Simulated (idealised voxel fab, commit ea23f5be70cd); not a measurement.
Module name: voxel trench capacitor (process module)
For reference, the cross-section in this document is cut, with width 240 nm and square cells of 5 nm.
Cross-section, as written here: a square-cell grid given band by band from the top down, where a band holds one or more rows of cells.
The band entry comprises the height of the band's top followed by the height of its bottom, expressed in nm, and subsequently the band's materials from left to right, each stated together with its width in nm. Where a single material is marked with the word "all across", that material fills the band from edge to edge. The word "empty" represents empty space.
Height is counted from the level 0, under which the received wafer is composed throughout of one material. The lowest of the bands is not closed at the bottom but continues downward, in the notation "0 and below".
Note: "30..40" means the width goes from the first number (top row of the band) to the second number (bottom row) in equal steps per row of cells.
When a step is marked "everything unchanged", none of the cells in the cross-section changed during that step.
So "Enclosed internal cavities" is basically the list of trapped voids: any empty space of 8 cells or more that can't reach the top through an opening. They're written width x height at distance, the distance being from the left edge, and it's all nm.
Formally, on a step line, whatever follows the settings is a remark that the simulator itself makes on the step.
The "overlay nm" setting may appear on a step's line; for a step that uses a mask, it gives how far to the right of its planned position the mask lay, and a negative value indicates the left.

## List of planned process steps
1) RECEIVE: material Si
2) CONFORMAL_DEP: material SiN, thk nm 5
3) DIRECTIONAL_DEP: material aC, thk nm 15
4) PATTERN: tone open, mask id TRENCH, material resist, width nm 25, pitch nm 50, thk nm 30, overlay nm 0
5) DIRECTIONAL_ETCH: etch materials aC, depth nm 15
6) STRIP: etch materials resist
7) DIRECTIONAL_ETCH: etch materials SiN, depth nm 5
8) DIRECTIONAL_ETCH: etch materials Si, depth nm 25
9) STRIP: etch materials aC
10) CONFORMAL_DEP: material SiO2, thk nm 5
11) FILL_DEP: material polySi, thk nm 10
12) CMP: height nm 5

## Delivered wafer in cross-section: state after step 1
0 and below | Si all across
Enclosed internal cavities: none

## First of two wafers at the end of the module, shown in cross-section; run carried out as planned
5 down to 0 | SiN (55); SiO2 (5); polySi (15); SiO2 (5); SiN (25); SiO2 (5); polySi (15); SiO2 (5); SiN (25); SiO2 (5); polySi (15); SiO2 (5); SiN (60)
0 down to -20 | Si (55); SiO2 (5); polySi (15); SiO2 (5); Si (25); SiO2 (5); polySi (15); SiO2 (5); Si (25); SiO2 (5); polySi (15); SiO2 (5); Si (60)
-20 down to -25 | Si (55); SiO2 (25); Si (25); SiO2 (25); Si (25); SiO2 (25); Si (60)
-25 and below | Si all across
Enclosed internal cavities: none

## second wafer at the end: like start, like plan, one mistake
5 down to 0 | SiN (60); SiO2 (5); polySi (10); SiO2 (5); SiN (30); SiO2 (5); polySi (10); SiO2 (5); SiN (30); SiO2 (5); polySi (10); SiO2 (5); SiN (60)
0 down to -20 | Si (60); SiO2 (5); polySi (10); SiO2 (5); Si (30); SiO2 (5); polySi (10); SiO2 (5); Si (30); SiO2 (5); polySi (10); SiO2 (5); Si (60)
-20 down to -25 | Si (60); SiO2 (20); Si (30); SiO2 (20); Si (30); SiO2 (20); Si (60)
-25 and below | Si all across
Enclosed internal cavities: none
Short version of what went wrong: rather than as planned, step 4 actually ran as PATTERN: tone open, mask id TRENCH, material resist, width nm 20, pitch nm 50, thk nm 30, overlay nm 0
End of process, cell counts, second wafer against first, materials with more or fewer: +15 Si, +3 SiN, -3 SiO2, -15 polySi
